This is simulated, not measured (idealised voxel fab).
The name of this process module is voxel local oxidation.
It is cross-section cut that appears here, measuring 210 nm in width, its square cells being 5 nm in size.
Bands, listed from the top down, are how a cross-section gets written in this document; the cross-section itself is a grid of square cells, and a band is one or more rows of them. A band entry consists of two parts. The first gives the height of the band's top and the height of its bottom, in nm. The rest lists the band's materials from left to right, each with its width in nm. A single material labelled with the word "all across" fills the band from edge to edge, and the word "blank" marks empty space. Below 0: as-received wafer, all one material; heights counted from there. Lowest band: no bottom, goes on down, written "0 down". With a width like "30 to 40", each row of cells in the band differs from the next by the same amount, the top row carrying the first number and the bottom row the second. "nothing different" (step): cross-section cells unchanged, all of them. Look at "Trapped void list" for the closed voids: empty spaces with no open path to the top, sized 8 cells or up. Each is width x height at distance, distance from the left edge, all nm. Formally, on a step line, whatever follows the settings is a remark that the simulator itself makes on the step. overlay nm: on a step with a mask, how far right of its planned place the mask lay; negative means left.
### The following list gives the planned process steps
- 1: RECEIVE | material Si
- 2: OXIDIZE | depth nm 5
- 3: CONFORMAL_DEP | material SiN | thk nm 15
- 4: MASKED_ETCH | tone cover | mask id ACTIVE | width nm 95 | etch materials SiN | depth nm 15 | overlay nm 0
- 5: SELECTIVE_ETCH | etch materials SiO2 | depth nm 5
- 6: OXIDIZE | depth nm 15
- 7: STRIP | etch materials SiN
All wafers enter the flow in the same state. The depth nm at step 2 differs from wafer to wafer, and the plan gives the value for the first wafer.
### Cross-section of the first of several received wafers, showing its state after step 1
    0 down: Si all across
    Trapped void list: none
### Cross-section of the first of several wafers once the module has run through its last step, step 7
    0 to -5: blank (60), then SiO2 (85), then blank (65)
    -5 to -20: SiO2 (75), then Si (55), then SiO2 (80)
    -20 down: Si all across
    Trapped void list: none
### Wafer cross-section (last wafer, module end)
    0 to -5: blank (60), then SiO2 (85), then blank (65)
    -5 to -20: SiO2 all across
    -20 down: Si all across
    Trapped void list: none
### Per wafer, end of module: cells gained (+) or lost (-) per material since receipt, then closed voids
depth nm 5; -135 Si; +110 SiO2; Trapped void list: none
depth nm 10; -84 Si; +59 SiO2; Trapped void list: none
depth nm 15; -126 Si; +101 SiO2; Trapped void list: none
depth nm 20; -168 Si; +143 SiO2; Trapped void list: none
